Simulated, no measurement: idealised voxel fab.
process module | voxel capacitor over wiring
cross-section cut | 160 nm wide | cells 5 nm
A cross-section is a grid of square cells, given in bands from the top down. A band is one or more rows of cells.
Each band's line starts with the height of the band's top and of its bottom, in nm. Then come its materials from left to right, each with its width in nm. One material with "throughout" fills the band from edge to edge. "air" is empty space.
Height 0 is the level under which the wafer as received is all one material. The lowest band goes on downwards, as in "0 down".
A width such as "30 to 40" changes by the same amount from each row of cells to the next, from the band's top row to its bottom row.
"no change" after a step means that no cell of the cross-section changed.
closed voids: empty space of 8 cells or more with no open way to the top, each as width x height at its distance from the left edge, in nm
after a step's settings: what the simulator itself notes on the step
overlay nm, on a step with a mask: how far to the right of its planned place the mask lay; to the left if negative
plan
1 op RECEIVE | material Si
2 op CONFORMAL_DEP | material SiO2 | thk nm 15
3 op CONFORMAL_DEP | material SiN | thk nm 5
4 op DIRECTIONAL_DEP | material lowk | thk nm 20
5 op DIRECTIONAL_DEP | material aC | thk nm 10
6 op PATTERN | tone open | mask id METAL_1 | material resist | width nm 30 | pitch nm 95 | thk nm 30 | overlay nm 0
7 op DIRECTIONAL_ETCH | etch materials aC | depth nm 10
8 op STRIP | etch materials resist
9 op DIRECTIONAL_ETCH | etch materials lowk | depth nm 20
10 op DIRECTIONAL_ETCH | etch materials SiN | depth nm 5
11 op STRIP | etch materials aC
12 op CONFORMAL_DEP | material TiN | thk nm 5
13 op FILL_DEP | material W | thk nm 10
14 op CMP | height nm 40
15 op CONFORMAL_DEP | material SiCN | thk nm 5
16 op DIRECTIONAL_DEP | material SiO2 | thk nm 10
17 op DIRECTIONAL_DEP | material aC | thk nm 15
18 op PATTERN | tone open | mask id PLUG_1 | material resist | width nm 15 | thk nm 35 | overlay nm 0
19 op DIRECTIONAL_ETCH | etch materials aC | depth nm 15
20 op STRIP | etch materials resist
21 op DIRECTIONAL_ETCH | etch materials SiO2 | depth nm 10
22 op DIRECTIONAL_ETCH | etch materials SiCN | depth nm 5
23 op STRIP | etch materials aC
24 op CONFORMAL_DEP | material TiN | thk nm 5
25 op FILL_DEP | material W | thk nm 5
26 op CMP | height nm 55
27 op DIRECTIONAL_DEP | material TiN | thk nm 5
28 op DIRECTIONAL_DEP | material HfO2 | thk nm 5
29 op DIRECTIONAL_DEP | material TiN | thk nm 10
30 op PATTERN | tone cover | mask id UPPER_PLATE | material resist | width nm 70 | thk nm 15 | overlay nm 0
31 op DIRECTIONAL_ETCH | etch materials TiN | depth nm 10
32 op DIRECTIONAL_ETCH | etch materials HfO2 | depth nm 5
33 op STRIP | etch materials resist
34 op DIRECTIONAL_DEP | material aC | thk nm 10
35 op PATTERN | tone cover | mask id LOWER_PLATE | material resist | width nm 80 | thk nm 30 | overlay nm 0
36 op DIRECTIONAL_ETCH | etch materials aC | depth nm 10
37 op STRIP | etch materials resist
38 op DIRECTIONAL_ETCH | etch materials TiN | depth nm 5
39 op STRIP | etch materials aC
40 op FILL_DEP | material SiO2 | thk nm 15
41 op CMP | height nm 85
42 op DIRECTIONAL_DEP | material aC | thk nm 15
43 op PATTERN | tone open | mask id PLUG_2 | material resist | width nm 15 | thk nm 35 | overlay nm 0
44 op DIRECTIONAL_ETCH | etch materials aC | depth nm 15
45 op STRIP | etch materials resist
46 op DIRECTIONAL_ETCH | etch materials SiO2 | depth nm 10
47 op STRIP | etch materials aC
48 op CONFORMAL_DEP | material TiN | thk nm 5
49 op FILL_DEP | material Cu | thk nm 10
50 op CMP | height nm 85
51 op CONFORMAL_DEP | material SiCN | thk nm 5
first wafer, as planned
as received, after step 1
  0 down: Si throughout
  closed voids: none
after step 2
  15 to 0: SiO2 throughout
  below 0: unchanged
after step 3
  20 to 15: SiN throughout
  below 15: unchanged
after step 4
  40 to 20: lowk throughout
  below 20: unchanged
after step 5
  50 to 40: aC throughout
  below 40: unchanged
after step 6
  80 to 50: resist 15 | air 30 | resist 65 | air 30 | resist 20
  below 50: unchanged
after step 7
  70 to 50: resist 15 | air 30 | resist 65 | air 30 | resist 20
  50 to 40: aC 15 | air 30 | aC 65 | air 30 | aC 20
  below 40: unchanged
after step 8
  50 to 40: aC 15 | air 30 | aC 65 | air 30 | aC 20
  below 40: unchanged
after step 9
  50 to 40: aC 15 | air 30 | aC 65 | air 30 | aC 20
  40 to 20: lowk 15 | air 30 | lowk 65 | air 30 | lowk 20
  below 20: unchanged
after step 10
  50 to 40: aC 15 | air 30 | aC 65 | air 30 | aC 20
  40 to 20: lowk 15 | air 30 | lowk 65 | air 30 | lowk 20
  20 to 15: SiN 15 | air 30 | SiN 65 | air 30 | SiN 20
  below 15: unchanged
after step 11
  40 to 20: lowk 15 | air 30 | lowk 65 | air 30 | lowk 20
  below 20: unchanged
after step 12
  45 to 40: TiN 20 | air 20 | TiN 75 | air 20 | TiN 25
  40 to 20: lowk 15 | TiN 5 | air 20 | TiN 5 | lowk 65 | TiN 5 | air 20 | TiN 5 | lowk 20
  20 to 15: SiN 15 | TiN 30 | SiN 65 | TiN 30 | SiN 20
  below 15: unchanged
after step 13
  55 to 45: W throughout
  45 to 40: TiN 20 | W 20 | TiN 75 | W 20 | TiN 25
  40 to 20: lowk 15 | TiN 5 | W 20 | TiN 5 | lowk 65 | TiN 5 | W 20 | TiN 5 | lowk 20
  below 20: unchanged
after step 14
  40 to 20: lowk 15 | TiN 5 | W 20 | TiN 5 | lowk 65 | TiN 5 | W 20 | TiN 5 | lowk 20
  below 20: unchanged
after step 15
  45 to 40: SiCN throughout
  below 40: unchanged
after step 16
  55 to 45: SiO2 throughout
  below 45: unchanged
after step 17
  70 to 55: aC throughout
  below 55: unchanged
after step 18
  105 to 70: resist 30 | air 15 | resist 115
  below 70: unchanged
after step 19
  90 to 70: resist 30 | air 15 | resist 115
  70 to 55: aC 30 | air 15 | aC 115
  below 55: unchanged
after step 20
  70 to 55: aC 30 | air 15 | aC 115
  below 55: unchanged
after step 21
  70 to 55: aC 30 | air 15 | aC 115
  55 to 45: SiO2 30 | air 15 | SiO2 115
  below 45: unchanged
after step 22
  70 to 55: aC 30 | air 15 | aC 115
  55 to 45: SiO2 30 | air 15 | SiO2 115
  45 to 40: SiCN 30 | air 15 | SiCN 115
  below 40: unchanged
after step 23
  55 to 45: SiO2 30 | air 15 | SiO2 115
  below 45: unchanged
after step 24
  60 to 55: TiN 35 | air 5 | TiN 120
  55 to 45: SiO2 30 | TiN 5 | air 5 | TiN 5 | SiO2 115
  45 to 40: SiCN 30 | TiN 15 | SiCN 115
  below 40: unchanged
after step 25
  65 to 60: W throughout
  60 to 55: TiN 35 | W 5 | TiN 120
  55 to 45: SiO2 30 | TiN 5 | W 5 | TiN 5 | SiO2 115
  below 45: unchanged
after step 26
  55 to 45: SiO2 30 | TiN 5 | W 5 | TiN 5 | SiO2 115
  below 45: unchanged
after step 27
  60 to 55: TiN throughout
  below 55: unchanged
after step 28
  65 to 60: HfO2 throughout
  below 60: unchanged
after step 29
  75 to 65: TiN throughout
  below 65: unchanged
after step 30
  90 to 75: air 30 | resist 70 | air 60
  below 75: unchanged
after step 31
  90 to 75: air 30 | resist 70 | air 60
  75 to 65: air 30 | TiN 70 | air 60
  below 65: unchanged
after step 32
  90 to 75: air 30 | resist 70 | air 60
  75 to 65: air 30 | TiN 70 | air 60
  65 to 60: air 30 | HfO2 70 | air 60
  below 60: unchanged
after step 33
  75 to 65: air 30 | TiN 70 | air 60
  below 65: unchanged
after step 34
  85 to 75: air 30 | aC 70 | air 60
  75 to 70: air 30 | TiN 70 | air 60
  70 to 65: aC 30 | TiN 70 | aC 60
  65 to 60: aC 30 | HfO2 70 | aC 60
  below 60: unchanged
after step 35
  115 to 85: air 25 | resist 80 | air 55
  85 to 75: air 25 | resist 5 | aC 70 | resist 5 | air 55
  75 to 70: air 25 | resist 5 | TiN 70 | resist 5 | air 55
  below 70: unchanged
after step 36
  105 to 85: air 25 | resist 80 | air 55
  85 to 75: air 25 | resist 5 | aC 70 | resist 5 | air 55
  75 to 70: air 25 | resist 5 | TiN 70 | resist 5 | air 55
  70 to 65: air 25 | aC 5 | TiN 70 | aC 5 | air 55
  65 to 60: air 25 | aC 5 | HfO2 70 | aC 5 | air 55
  below 60: unchanged
after step 37
  85 to 75: air 30 | aC 70 | air 60
  75 to 70: air 30 | TiN 70 | air 60
  below 70: unchanged
after step 38
  85 to 75: air 30 | aC 70 | air 60
  75 to 70: air 30 | TiN 70 | air 60
  70 to 65: air 25 | aC 5 | TiN 70 | aC 5 | air 55
  65 to 60: air 25 | aC 5 | HfO2 70 | aC 5 | air 55
  60 to 55: air 25 | TiN 80 | air 55
  below 55: unchanged
after step 39
  75 to 65: air 30 | TiN 70 | air 60
  65 to 60: air 30 | HfO2 70 | air 60
  below 60: unchanged
after step 40
  90 to 75: SiO2 throughout
  75 to 65: SiO2 30 | TiN 70 | SiO2 60
  65 to 60: SiO2 30 | HfO2 70 | SiO2 60
  60 to 55: SiO2 25 | TiN 80 | SiO2 55
  below 55: unchanged
after step 41
  85 to 75: SiO2 throughout
  below 75: unchanged
after step 42
  100 to 85: aC throughout
  below 85: unchanged
after step 43
  135 to 100: resist 40 | air 15 | resist 105
  below 100: unchanged
after step 44
  120 to 100: resist 40 | air 15 | resist 105
  100 to 85: aC 40 | air 15 | aC 105
  below 85: unchanged
after step 45
  100 to 85: aC 40 | air 15 | aC 105
  below 85: unchanged
after step 46
  100 to 85: aC 40 | air 15 | aC 105
  85 to 75: SiO2 40 | air 15 | SiO2 105
  below 75: unchanged
after step 47
  85 to 75: SiO2 40 | air 15 | SiO2 105
  below 75: unchanged
after step 48
  90 to 85: TiN 45 | air 5 | TiN 110
  85 to 80: SiO2 40 | TiN 5 | air 5 | TiN 5 | SiO2 105
  80 to 75: SiO2 40 | TiN 15 | SiO2 105
  below 75: unchanged
after step 49
  100 to 90: Cu throughout
  90 to 85: TiN 45 | Cu 5 | TiN 110
  85 to 80: SiO2 40 | TiN 5 | Cu 5 | TiN 5 | SiO2 105
  below 80: unchanged
after step 50
  85 to 80: SiO2 40 | TiN 5 | Cu 5 | TiN 5 | SiO2 105
  below 80: unchanged
after step 51
  90 to 85: SiCN throughout
  below 85: unchanged
second wafer: like start, like plan, one mistake. Through step 1 it matches the first wafer
when step 2 should have ended
  5 to 0: SiN throughout
  below 0: unchanged
when step 3 should have ended
  20 to 5: SiO2 throughout
  below 5: unchanged
when step 4 should have ended
  40 to 20: lowk throughout
  below 20: unchanged
when step 5 should have ended
  50 to 40: aC throughout
  below 40: unchanged
when step 6 should have ended
  80 to 50: resist 15 | air 30 | resist 65 | air 30 | resist 20
  below 50: unchanged
when step 7 should have ended
  70 to 50: resist 15 | air 30 | resist 65 | air 30 | resist 20
  50 to 40: aC 15 | air 30 | aC 65 | air 30 | aC 20
  below 40: unchanged
when step 8 should have ended
  50 to 40: aC 15 | air 30 | aC 65 | air 30 | aC 20
  below 40: unchanged
when step 9 should have ended
  50 to 40: aC 15 | air 30 | aC 65 | air 30 | aC 20
  40 to 20: lowk 15 | air 30 | lowk 65 | air 30 | lowk 20
  below 20: unchanged
when step 10 should have ended: no change
when step 11 should have ended
  40 to 20: lowk 15 | air 30 | lowk 65 | air 30 | lowk 20
  below 20: unchanged
when step 12 should have ended
  45 to 40: TiN 20 | air 20 | TiN 75 | air 20 | TiN 25
  40 to 25: lowk 15 | TiN 5 | air 20 | TiN 5 | lowk 65 | TiN 5 | air 20 | TiN 5 | lowk 20
  25 to 20: lowk 15 | TiN 30 | lowk 65 | TiN 30 | lowk 20
  below 20: unchanged
when step 13 should have ended
  55 to 45: W throughout
  45 to 40: TiN 20 | W 20 | TiN 75 | W 20 | TiN 25
  40 to 25: lowk 15 | TiN 5 | W 20 | TiN 5 | lowk 65 | TiN 5 | W 20 | TiN 5 | lowk 20
  below 25: unchanged
when step 14 should have ended
  40 to 25: lowk 15 | TiN 5 | W 20 | TiN 5 | lowk 65 | TiN 5 | W 20 | TiN 5 | lowk 20
  below 25: unchanged
when step 15 should have ended
  45 to 40: SiCN throughout
  below 40: unchanged
when step 16 should have ended
  55 to 45: SiO2 throughout
  below 45: unchanged
when step 17 should have ended
  70 to 55: aC throughout
  below 55: unchanged
when step 18 should have ended
  105 to 70: resist 30 | air 15 | resist 115
  below 70: unchanged
when step 19 should have ended
  90 to 70: resist 30 | air 15 | resist 115
  70 to 55: aC 30 | air 15 | aC 115
  below 55: unchanged
when step 20 should have ended
  70 to 55: aC 30 | air 15 | aC 115
  below 55: unchanged
when step 21 should have ended
  70 to 55: aC 30 | air 15 | aC 115
  55 to 45: SiO2 30 | air 15 | SiO2 115
  below 45: unchanged
when step 22 should have ended
  70 to 55: aC 30 | air 15 | aC 115
  55 to 45: SiO2 30 | air 15 | SiO2 115
  45 to 40: SiCN 30 | air 15 | SiCN 115
  below 40: unchanged
when step 23 should have ended
  55 to 45: SiO2 30 | air 15 | SiO2 115
  below 45: unchanged
when step 24 should have ended
  60 to 55: TiN 35 | air 5 | TiN 120
  55 to 45: SiO2 30 | TiN 5 | air 5 | TiN 5 | SiO2 115
  45 to 40: SiCN 30 | TiN 15 | SiCN 115
  below 40: unchanged
when step 25 should have ended
  65 to 60: W throughout
  60 to 55: TiN 35 | W 5 | TiN 120
  55 to 45: SiO2 30 | TiN 5 | W 5 | TiN 5 | SiO2 115
  below 45: unchanged
when step 26 should have ended
  55 to 45: SiO2 30 | TiN 5 | W 5 | TiN 5 | SiO2 115
  below 45: unchanged
when step 27 should have ended
  60 to 55: TiN throughout
  below 55: unchanged
when step 28 should have ended
  65 to 60: HfO2 throughout
  below 60: unchanged
when step 29 should have ended
  75 to 65: TiN throughout
  below 65: unchanged
when step 30 should have ended
  90 to 75: air 30 | resist 70 | air 60
  below 75: unchanged
when step 31 should have ended
  90 to 75: air 30 | resist 70 | air 60
  75 to 65: air 30 | TiN 70 | air 60
  below 65: unchanged
when step 32 should have ended
  90 to 75: air 30 | resist 70 | air 60
  75 to 65: air 30 | TiN 70 | air 60
  65 to 60: air 30 | HfO2 70 | air 60
  below 60: unchanged
when step 33 should have ended
  75 to 65: air 30 | TiN 70 | air 60
  below 65: unchanged
when step 34 should have ended
  85 to 75: air 30 | aC 70 | air 60
  75 to 70: air 30 | TiN 70 | air 60
  70 to 65: aC 30 | TiN 70 | aC 60
  65 to 60: aC 30 | HfO2 70 | aC 60
  below 60: unchanged
when step 35 should have ended
  115 to 85: air 25 | resist 80 | air 55
  85 to 75: air 25 | resist 5 | aC 70 | resist 5 | air 55
  75 to 70: air 25 | resist 5 | TiN 70 | resist 5 | air 55
  below 70: unchanged
when step 36 should have ended
  105 to 85: air 25 | resist 80 | air 55
  85 to 75: air 25 | resist 5 | aC 70 | resist 5 | air 55
  75 to 70: air 25 | resist 5 | TiN 70 | resist 5 | air 55
  70 to 65: air 25 | aC 5 | TiN 70 | aC 5 | air 55
  65 to 60: air 25 | aC 5 | HfO2 70 | aC 5 | air 55
  below 60: unchanged
when step 37 should have ended
  85 to 75: air 30 | aC 70 | air 60
  75 to 70: air 30 | TiN 70 | air 60
  below 70: unchanged
when step 38 should have ended
  85 to 75: air 30 | aC 70 | air 60
  75 to 70: air 30 | TiN 70 | air 60
  70 to 65: air 25 | aC 5 | TiN 70 | aC 5 | air 55
  65 to 60: air 25 | aC 5 | HfO2 70 | aC 5 | air 55
  60 to 55: air 25 | TiN 80 | air 55
  below 55: unchanged
when step 39 should have ended
  75 to 65: air 30 | TiN 70 | air 60
  65 to 60: air 30 | HfO2 70 | air 60
  below 60: unchanged
when step 40 should have ended
  90 to 75: SiO2 throughout
  75 to 65: SiO2 30 | TiN 70 | SiO2 60
  65 to 60: SiO2 30 | HfO2 70 | SiO2 60
  60 to 55: SiO2 25 | TiN 80 | SiO2 55
  below 55: unchanged
when step 41 should have ended
  85 to 75: SiO2 throughout
  below 75: unchanged
when step 42 should have ended
  100 to 85: aC throughout
  below 85: unchanged
when step 43 should have ended
  135 to 100: resist 40 | air 15 | resist 105
  below 100: unchanged
when step 44 should have ended
  120 to 100: resist 40 | air 15 | resist 105
  100 to 85: aC 40 | air 15 | aC 105
  below 85: unchanged
when step 45 should have ended
  100 to 85: aC 40 | air 15 | aC 105
  below 85: unchanged
when step 46 should have ended
  100 to 85: aC 40 | air 15 | aC 105
  85 to 75: SiO2 40 | air 15 | SiO2 105
  below 75: unchanged
when step 47 should have ended
  85 to 75: SiO2 40 | air 15 | SiO2 105
  below 75: unchanged
when step 48 should have ended
  90 to 85: TiN 45 | air 5 | TiN 110
  85 to 80: SiO2 40 | TiN 5 | air 5 | TiN 5 | SiO2 105
  80 to 75: SiO2 40 | TiN 15 | SiO2 105
  below 75: unchanged
when step 49 should have ended
  100 to 90: Cu throughout
  90 to 85: TiN 45 | Cu 5 | TiN 110
  85 to 80: SiO2 40 | TiN 5 | Cu 5 | TiN 5 | SiO2 105
  below 80: unchanged
when step 50 should have ended
  85 to 80: SiO2 40 | TiN 5 | Cu 5 | TiN 5 | SiO2 105
  below 80: unchanged
when step 51 should have ended
  90 to 85: SiCN throughout
  below 85: unchanged
what went wrong: steps 2 and 3 were swapped
at the end the second wafer has, in cells: 12 more of SiN | 4 fewer of TiN | 8 fewer of W
